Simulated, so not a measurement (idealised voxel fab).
Process module, titled voxel trench capacitor
The cross-section on display is named cut; it measures 245 nm wide, and its cells are 5 nm squares.
Reading order for cross-sections: top band down to bottom band. Underlying form: a grid of square cells. Band size: one or more rows of cells. Each band's line starts with the height of the band's top and of its bottom, in nm. Then come its materials from left to right, each with its width in nm. One material with "all across" fills the band from edge to edge. "empty" is empty space. Beneath 0, the wafer as received is one material, and that level is where height counting begins. The lowest band goes on downward without a bottom; it is written like "0 down". Top row gets the first number, bottom row gets the second, and each row in between changes by the same step: that is how a band width like "30->40" works. Given "no change" for a step, no cell of the cross-section differs between before and after that step. The entry titled "Encapsulated voids" provides the empty spaces that have no open way to the top, restricted to those of 8 cells or more. Each is presented as width x height at distance, the distance being measured from the left edge, with all three in nm. Whatever follows a step's settings on its line is a remark the simulator itself makes about that step. If you see "overlay nm" on a step's line and that step has a mask, it's telling you how far right of where it was planned the mask ended up; a negative number means it went left instead.

PROCESS STEPS - PLAN
| 1 | RECEIVE (material Si) |
| 2 | CONFORMAL_DEP (material SiN; thk nm 10) |
| 3 | DIRECTIONAL_DEP (material aC; thk nm 10) |
| 4 | PATTERN (tone open; mask id TRENCH; material resist; width nm 15; pitch nm 40; thk nm 30; overlay nm 0) |
| 5 | DIRECTIONAL_ETCH (etch materials aC; depth nm 10) |
| 6 | STRIP (etch materials resist) |
| 7 | DIRECTIONAL_ETCH (etch materials SiN; depth nm 10) |
| 8 | DIRECTIONAL_ETCH (etch materials Si; depth nm 35) |
| 9 | STRIP (etch materials aC) |
| 10 | CONFORMAL_DEP (material Al2O3; thk nm 5) |
| 11 | FILL_DEP (material polySi; thk nm 10) |
| 12 | CMP (height nm 10) |

AS-RECEIVED STATE OF THE WAFER IN CROSS-SECTION, EQUIVALENT TO POST-STEP 1
    0 down | Si all across
    Encapsulated voids: none

SAME STARTING WAFER, SAME PLAN AS ABOVE, ONE MISTAKE IN THE EXECUTION; THIS IS THE CROSS-SECTION AT THE END OF THE MODULE
    10 to 0 | Al2O3 all across
    0 down | Si all across
    Encapsulated voids: none
In executing the process, a mistake was made relative to the plan: step 2: run off-plan, actual operation and settings CONFORMAL_DEP (material Al2O3; thk nm 10)
